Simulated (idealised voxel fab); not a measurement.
Module name: voxel self aligned contacts (process module)
cross-section cut | 300 nm wide | cells 5 nm
Square cells in a grid make up a cross-section in this document, and the grid is given as bands, listed from the top down, each one or more rows of cells.
Look at the band entry: it leads with the top's height and the bottom's height in nm. Then it lists the materials left to right, with a width in nm for each. The word "throughout" on a single material says that material fills the band edge to edge. The word "empty" is empty space.
Height datum 0, below which the as-received substrate wafer is one material. Lowest band open at the bottom, running downward: "z 0 and below".
Graded width ("30 to 40"): value in top row of band = first number; value in bottom row = second number; row-to-row change constant.
You'll sometimes find "same as before" written for a step, and that's the way of saying that nowhere in the cross-section did a cell change during that step.
The entry titled "Closed-off voids" provides the empty spaces that have no open way to the top, restricted to those of 8 cells or more. Each is presented as width x height at distance, the distance being measured from the left edge, with all three in nm.
Post-settings text on a step line: simulator's own remark regarding the step.
For masked steps, "overlay nm" on the step line gives how far right of plan the mask actually lay; a minus sign means it lay to the left.
The process steps that were planned are listed below
1 RECEIVE | material Si
2 CONFORMAL_DEP | material SiO2 | thk nm 5
3 DIRECTIONAL_DEP | material polySi | thk nm 20
4 DIRECTIONAL_DEP | material SiN | thk nm 20
5 MASKED_ETCH | tone cover | mask id GATE | width nm 35 | pitch nm 60 | etch materials SiN | depth nm 20 | overlay nm 0
6 MASKED_ETCH | tone cover | mask id GATE | width nm 35 | pitch nm 60 | etch materials polySi | depth nm 20 | overlay nm 0
7 CONFORMAL_DEP | material SiN | thk nm 5
8 DIRECTIONAL_ETCH | etch materials SiN | depth nm 5
9 FILL_DEP | material SiO2 | thk nm 15
10 CMP | height nm 50
11 PATTERN | tone open | mask id CONTACT | material resist | width nm 45 | thk nm 15 | overlay nm 0
12 DIRECTIONAL_ETCH | etch materials SiO2 | depth nm 50
13 STRIP | etch materials resist
14 CONFORMAL_DEP | material TiN | thk nm 5
15 FILL_DEP | material W | thk nm 10
16 CMP | height nm 50
17 CONFORMAL_DEP | material SiN | thk nm 5
Run as planned: first of two wafers
Cross-section: wafer on arrival = after step 1
- z 0 and below: Si throughout
- Closed-off voids: none
Cross-section of the wafer subsequent to step 2
- z 5 to 0: SiO2 throughout
- Beneath the level 0, the cross-section is identical to its previous state.
Cross-section of the wafer subsequent to step 3
- z 25 to 5: polySi throughout
- Beneath the level 5, the cross-section is identical to its previous state.
Cross-section of the wafer subsequent to step 4
- z 45 to 25: SiN throughout
- Beneath the level 25, the cross-section is identical to its previous state.
Cross-section of the wafer subsequent to step 5
- z 45 to 25: empty: 100, then SiN: 35, then empty: 25, then SiN: 35, then empty: 105
- Beneath the level 25, the cross-section is identical to its previous state.
Cross-section of the wafer subsequent to step 6
- z 45 to 25: empty: 100, then SiN: 35, then empty: 25, then SiN: 35, then empty: 105
- z 25 to 5: empty: 100, then polySi: 35, then empty: 25, then polySi: 35, then empty: 105
- Beneath the level 5, the cross-section is identical to its previous state.
Cross-section of the wafer subsequent to step 7
- z 50 to 25: empty: 95, then SiN: 45, then empty: 15, then SiN: 45, then empty: 100
- z 25 to 10: empty: 95, then SiN: 5, then polySi: 35, then SiN: 5, then empty: 15, then SiN: 5, then polySi: 35, then SiN: 5, then empty: 100
- z 10 to 5: SiN: 100, then polySi: 35, then SiN: 25, then polySi: 35, then SiN: 105
- Beneath the level 5, the cross-section is identical to its previous state.
Cross-section of the wafer subsequent to step 8
- z 45 to 25: empty: 95, then SiN: 45, then empty: 15, then SiN: 45, then empty: 100
- z 25 to 5: empty: 95, then SiN: 5, then polySi: 35, then SiN: 5, then empty: 15, then SiN: 5, then polySi: 35, then SiN: 5, then empty: 100
- Beneath the level 5, the cross-section is identical to its previous state.
Cross-section of the wafer subsequent to step 9
- z 60 to 45: SiO2 throughout
- z 45 to 25: SiO2: 95, then SiN: 45, then SiO2: 15, then SiN: 45, then SiO2: 100
- z 25 to 5: SiO2: 95, then SiN: 5, then polySi: 35, then SiN: 5, then SiO2: 15, then SiN: 5, then polySi: 35, then SiN: 5, then SiO2: 100
- Beneath the level 5, the cross-section is identical to its previous state.
Cross-section of the wafer subsequent to step 10
- z 50 to 45: SiO2 throughout
- Beneath the level 45, the cross-section is identical to its previous state.
Cross-section of the wafer subsequent to step 11
- z 65 to 50: resist: 125, then empty: 45, then resist: 130
- Beneath the level 50, the cross-section is identical to its previous state.
Cross-section of the wafer subsequent to step 12
- z 65 to 50: resist: 125, then empty: 45, then resist: 130
- z 50 to 45: SiO2: 125, then empty: 45, then SiO2: 130
- z 45 to 25: SiO2: 95, then SiN: 45, then empty: 15, then SiN: 45, then SiO2: 100
- z 25 to 5: SiO2: 95, then SiN: 5, then polySi: 35, then SiN: 5, then empty: 15, then SiN: 5, then polySi: 35, then SiN: 5, then SiO2: 100
- z 5 to 0: SiO2: 140, then empty: 15, then SiO2: 145
- Beneath the level 0, the cross-section is identical to its previous state.
Cross-section of the wafer subsequent to step 13
- z 50 to 45: SiO2: 125, then empty: 45, then SiO2: 130
- Beneath the level 45, the cross-section is identical to its previous state.
Cross-section of the wafer subsequent to step 14
- z 55 to 50: TiN: 130, then empty: 35, then TiN: 135
- z 50 to 45: SiO2: 125, then TiN: 20, then empty: 5, then TiN: 20, then SiO2: 130
- z 45 to 25: SiO2: 95, then SiN: 45, then TiN: 5, then empty: 5, then TiN: 5, then SiN: 45, then SiO2: 100
- z 25 to 5: SiO2: 95, then SiN: 5, then polySi: 35, then SiN: 5, then TiN: 5, then empty: 5, then TiN: 5, then SiN: 5, then polySi: 35, then SiN: 5, then SiO2: 100
- z 5 to 0: SiO2: 140, then TiN: 15, then SiO2: 145
- Beneath the level 0, the cross-section is identical to its previous state.
Cross-section of the wafer subsequent to step 15
- z 65 to 55: W throughout
- z 55 to 50: TiN: 130, then W: 35, then TiN: 135
- z 50 to 45: SiO2: 125, then TiN: 20, then W: 5, then TiN: 20, then SiO2: 130
- z 45 to 25: SiO2: 95, then SiN: 45, then TiN: 5, then W: 5, then TiN: 5, then SiN: 45, then SiO2: 100
- z 25 to 5: SiO2: 95, then SiN: 5, then polySi: 35, then SiN: 5, then TiN: 5, then W: 5, then TiN: 5, then SiN: 5, then polySi: 35, then SiN: 5, then SiO2: 100
- Beneath the level 5, the cross-section is identical to its previous state.
Cross-section of the wafer subsequent to step 16
- z 50 to 45: SiO2: 125, then TiN: 20, then W: 5, then TiN: 20, then SiO2: 130
- Beneath the level 45, the cross-section is identical to its previous state.
Cross-section of the wafer subsequent to step 17
- z 55 to 50: SiN throughout
- Beneath the level 50, the cross-section is identical to its previous state.
Notes, second wafer: start = first wafer's, plan = first wafer's, execution had one mistake; history identical to first through step 6
Look at the second wafer in cross-section at the time step 7 ought to have finished
- z 40 to 25: empty: 100, then SiN: 35, then empty: 25, then SiN: 35, then empty: 105
- Beneath the level 25, the cross-section is identical to its previous state.
Look at the second wafer in cross-section at the time step 8 ought to have finished
- z 45 to 25: empty: 95, then SiN: 45, then empty: 15, then SiN: 45, then empty: 100
- z 25 to 10: empty: 95, then SiN: 5, then polySi: 35, then SiN: 5, then empty: 15, then SiN: 5, then polySi: 35, then SiN: 5, then empty: 100
- z 10 to 5: SiN: 100, then polySi: 35, then SiN: 25, then polySi: 35, then SiN: 105
- Beneath the level 5, the cross-section is identical to its previous state.
Look at the second wafer in cross-section at the time step 9 ought to have finished
- z 60 to 45: SiO2 throughout
- z 45 to 25: SiO2: 95, then SiN: 45, then SiO2: 15, then SiN: 45, then SiO2: 100
- z 25 to 10: SiO2: 95, then SiN: 5, then polySi: 35, then SiN: 5, then SiO2: 15, then SiN: 5, then polySi: 35, then SiN: 5, then SiO2: 100
- Beneath the level 10, the cross-section is identical to its previous state.
Look at the second wafer in cross-section at the time step 10 ought to have finished
- z 50 to 45: SiO2 throughout
- Beneath the level 45, the cross-section is identical to its previous state.
Look at the second wafer in cross-section at the time step 11 ought to have finished
- z 65 to 50: resist: 125, then empty: 45, then resist: 130
- Beneath the level 50, the cross-section is identical to its previous state.
Look at the second wafer in cross-section at the time step 12 ought to have finished
- z 65 to 50: resist: 125, then empty: 45, then resist: 130
- z 50 to 45: SiO2: 125, then empty: 45, then SiO2: 130
- z 45 to 25: SiO2: 95, then SiN: 45, then empty: 15, then SiN: 45, then SiO2: 100
- z 25 to 10: SiO2: 95, then SiN: 5, then polySi: 35, then SiN: 5, then empty: 15, then SiN: 5, then polySi: 35, then SiN: 5, then SiO2: 100
- Beneath the level 10, the cross-section is identical to its previous state.
Look at the second wafer in cross-section at the time step 13 ought to have finished
- z 50 to 45: SiO2: 125, then empty: 45, then SiO2: 130
- Beneath the level 45, the cross-section is identical to its previous state.
Look at the second wafer in cross-section at the time step 14 ought to have finished
- z 55 to 50: TiN: 130, then empty: 35, then TiN: 135
- z 50 to 45: SiO2: 125, then TiN: 20, then empty: 5, then TiN: 20, then SiO2: 130
- z 45 to 25: SiO2: 95, then SiN: 45, then TiN: 5, then empty: 5, then TiN: 5, then SiN: 45, then SiO2: 100
- z 25 to 15: SiO2: 95, then SiN: 5, then polySi: 35, then SiN: 5, then TiN: 5, then empty: 5, then TiN: 5, then SiN: 5, then polySi: 35, then SiN: 5, then SiO2: 100
- z 15 to 10: SiO2: 95, then SiN: 5, then polySi: 35, then SiN: 5, then TiN: 15, then SiN: 5, then polySi: 35, then SiN: 5, then SiO2: 100
- Beneath the level 10, the cross-section is identical to its previous state.
Look at the second wafer in cross-section at the time step 15 ought to have finished
- z 65 to 55: W throughout
- z 55 to 50: TiN: 130, then W: 35, then TiN: 135
- z 50 to 45: SiO2: 125, then TiN: 20, then W: 5, then TiN: 20, then SiO2: 130
- z 45 to 25: SiO2: 95, then SiN: 45, then TiN: 5, then W: 5, then TiN: 5, then SiN: 45, then SiO2: 100
- z 25 to 15: SiO2: 95, then SiN: 5, then polySi: 35, then SiN: 5, then TiN: 5, then W: 5, then TiN: 5, then SiN: 5, then polySi: 35, then SiN: 5, then SiO2: 100
- Beneath the level 15, the cross-section is identical to its previous state.
Look at the second wafer in cross-section at the time step 16 ought to have finished
- z 50 to 45: SiO2: 125, then TiN: 20, then W: 5, then TiN: 20, then SiO2: 130
- Beneath the level 45, the cross-section is identical to its previous state.
Look at the second wafer in cross-section at the time step 17 ought to have finished
- z 55 to 50: SiN throughout
- Beneath the level 50, the cross-section is identical to its previous state.
Deviation from plan: the processing plan was not followed for steps 7 and 8, which were run with their positions exchanged
Wrapping up, a cell-based count of both wafers puts the second over or under the first for these materials: +42 SiN; -36 SiO2; -4 TiN; -2 W
